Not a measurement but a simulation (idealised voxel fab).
Process module in this document: voxel self aligned vias
It is cross-section cut that appears here, measuring 145 nm in width, its square cells being 5 nm in size.
Heads up, the way a cross-section reads in here is a grid of square cells, handed over as bands from the top down, with every band being one or more rows of cells. Heads up on the band format: heights come first, top then bottom, in nm. After that it's the materials left to right, each with its width in nm. A single material flagged "throughout" fills the whole band edge to edge, and "blank" means there's empty space there. The level at which height equals 0 is the one under which the wafer, as it arrives, is entirely one material. No lower edge exists for the bottom band, which continues downward and is notated as in "0 and below". A two-number width, for instance "30..40", indicates that the width is equal to the first number in the top row of the band and to the second number in the bottom row, and that it changes by a constant amount per row of cells. What does "everything unchanged" mean for a step? It means no cell of the cross-section changed in that step. Under "Sealed void listing" you'll find the enclosed gaps, the ones with no way out to the top, that are 8 cells or bigger; each reads width x height at distance, with distance counted from the left edge, everything in nm. If you see something after the settings on a step's line, that's the simulator's own remark about that step. overlay nm: right-of-plan distance of the mask on a masked step; negative values mean left-of-plan.

The steps planned for the process are as follows
- 1: RECEIVE [material Si]
- 2: CONFORMAL_DEP [material SiO2] [thk nm 10]
- 3: CONFORMAL_DEP [material SiCN] [thk nm 5]
- 4: DIRECTIONAL_DEP [material SiO2] [thk nm 30]
- 5: MASKED_ETCH [tone open] [mask id LINES] [width nm 30] [pitch nm 55] [etch materials SiO2] [depth nm 30] [overlay nm 0]
- 6: CONFORMAL_DEP [material TiN] [thk nm 5]
- 7: FILL_DEP [material W] [thk nm 5]
- 8: CMP [height nm 45]
- 9: SELECTIVE_ETCH [etch materials W Ru TiN] [depth nm 5]
- 10: FILL_DEP [material SiN] [thk nm 5]
- 11: CMP [height nm 45]
- 12: DIRECTIONAL_DEP [material SiO2] [thk nm 15]
- 13: MASKED_ETCH [tone open] [mask id VIAS] [width nm 40] [etch materials SiO2] [depth nm 15] [overlay nm 0]
- 14: MASKED_ETCH [tone open] [mask id VIAS] [width nm 40] [etch materials SiN] [depth nm 5] [overlay nm 0]
- 15: CONFORMAL_DEP [material TiN] [thk nm 5]
- 16: FILL_DEP [material Ru] [thk nm 5]
- 17: CMP [height nm 60]
- 18: CONFORMAL_DEP [material SiN] [thk nm 5]

As-received state of the wafer in cross-section, equivalent to post-step 1
0 and below = Si throughout
Sealed void listing: none

The module was run from the start shown above using the plan shown above, but one mistake was made doing it; the resulting wafer cross-section is below
65 down to 60 = SiN throughout
60 down to 50 = SiO2 (25)  TiN (5)  Ru (30)  TiN (5)  SiO2 (80)
50 down to 45 = SiO2 (25)  TiN (40)  SiO2 (80)
45 down to 40 = SiCN throughout
40 down to 0 = SiO2 throughout
0 and below = Si throughout
Sealed void listing: none
What went wrong in running the wafer? swap of plan steps 3 and 4 during execution
